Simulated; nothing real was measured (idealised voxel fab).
Process module under the name voxel capacitor over wiring
The width of the displayed cross-section, cut, is 270 nm; its cells are square, with a size of 5 nm.
The cross-sections in this document take the form of a grid made of square cells. They are written out as bands, in order from top to bottom. Each band consists of one or more rows of cells.
In this notation a band is specified by the heights of its top and bottom, in that order and in nm, after which its materials appear from left to right, each paired with its width in nm. The word "throughout" attached to a single material means that material fills the band from edge to edge; the word "empty" stands for empty space.
Heights from 0 (as-received wafer is one material below). Bottom band endless downward, as "0..down".
Quick explanation for "30..40": the width changes in equal steps down the rows of cells, from the first number in the band's top row to the second number in its bottom row.
Step marked "no alterations made"? Then no cell in the cross-section changed in it.
If an empty space has no open way to the top and is at least 8 cells in size, "Sealed internal voids" lists it, written width x height at distance, where distance is measured from the left edge and every value is in nm.
Text after the settings on a step's line: the simulator's own remark on that step.
overlay nm: for a step with a mask, the amount by which the mask lay right of where it was planned; a negative amount means left of it.
## The following list gives the planned process steps
1 RECEIVE with material Si
2 CONFORMAL_DEP with material SiO2, thk nm 15
3 CONFORMAL_DEP with material SiN, thk nm 5
4 DIRECTIONAL_DEP with material SiO2, thk nm 20
5 DIRECTIONAL_DEP with material aC, thk nm 15
6 PATTERN with tone open, mask id METAL_1, material resist, width nm 30, pitch nm 80, thk nm 35, overlay nm 0
7 DIRECTIONAL_ETCH with etch materials aC, depth nm 15
8 STRIP with etch materials resist
9 DIRECTIONAL_ETCH with etch materials SiO2, depth nm 20
10 DIRECTIONAL_ETCH with etch materials SiN, depth nm 5
11 STRIP with etch materials aC
12 CONFORMAL_DEP with material TiN, thk nm 5
13 FILL_DEP with material Cu, thk nm 5
14 CMP with height nm 40
15 CONFORMAL_DEP with material SiCN, thk nm 5
16 DIRECTIONAL_DEP with material lowk, thk nm 20
17 MASKED_ETCH with tone open, mask id PLUG_1, width nm 15, etch materials lowk, depth nm 20, overlay nm 0
18 MASKED_ETCH with tone open, mask id PLUG_1, width nm 15, etch materials SiCN, depth nm 5, overlay nm 0
19 CONFORMAL_DEP with material TiN, thk nm 5
20 FILL_DEP with material Cu, thk nm 5
21 CMP with height nm 65
22 DIRECTIONAL_DEP with material TiN, thk nm 10
23 DIRECTIONAL_DEP with material HfO2, thk nm 5
24 DIRECTIONAL_DEP with material TiN, thk nm 5
25 PATTERN with tone cover, mask id UPPER_PLATE, material resist, width nm 55, thk nm 15, overlay nm 0
26 DIRECTIONAL_ETCH with etch materials TiN, depth nm 5
27 DIRECTIONAL_ETCH with etch materials HfO2, depth nm 5
28 STRIP with etch materials resist
29 DIRECTIONAL_DEP with material aC, thk nm 10
30 PATTERN with tone cover, mask id LOWER_PLATE, material resist, width nm 65, thk nm 25, overlay nm 0
31 DIRECTIONAL_ETCH with etch materials aC, depth nm 10
32 STRIP with etch materials resist
33 DIRECTIONAL_ETCH with etch materials TiN, depth nm 10
34 STRIP with etch materials aC
35 FILL_DEP with material SiO2, thk nm 15
36 CMP with height nm 95
37 DIRECTIONAL_DEP with material aC, thk nm 10
38 PATTERN with tone open, mask id PLUG_2, material resist, width nm 15, thk nm 30, overlay nm 0
39 DIRECTIONAL_ETCH with etch materials aC, depth nm 10
40 STRIP with etch materials resist
41 DIRECTIONAL_ETCH with etch materials SiO2, depth nm 10
42 STRIP with etch materials aC
43 CONFORMAL_DEP with material TiN, thk nm 5
44 FILL_DEP with material Ru, thk nm 5
45 CMP with height nm 95
46 CONFORMAL_DEP with material SiN, thk nm 5
## Cross-section of the incoming wafer, state after step 1
* 0..down = Si throughout
* Sealed internal voids: none
## This is how the wafer looks in cross-section once the module is done, given the starting state and plan above and one mistake in carrying the plan out
* 100..95 = SiN throughout
* 95..90 = 105 of SiO2, then 5 of TiN, then 5 of Ru, then 5 of TiN, then 150 of SiO2
* 90..80 = 105..95 of SiO2, then 15..55 of TiN, then 150..120 of SiO2
* 80..75 = 95 of SiO2, then 55 of HfO2, then 120 of SiO2
* 75..65 = 90 of SiO2, then 65 of TiN, then 115 of SiO2
* 65..45 = 95 of lowk, then 5 of TiN, then 5 of Cu, then 5 of TiN, then 160 of lowk
* 45..40 = 95 of SiCN, then 15 of TiN, then 160 of SiCN
* 40..20 = 80 of SiO2, then 5 of TiN, then 20 of SiCN, then 5 of TiN, then 50 of SiO2, then 5 of TiN, then 20 of SiCN, then 5 of TiN, then 80 of SiO2
* 20..15 = 80 of SiN, then 30 of TiN, then 50 of SiN, then 30 of TiN, then 80 of SiN
* 15..0 = SiO2 throughout
* 0..down = Si throughout
* Sealed internal voids: none
Short version of what went wrong: it should be noted that step 13 was executed with settings other than those planned, the operation and settings actually applied being FILL_DEP with material SiCN, thk nm 5
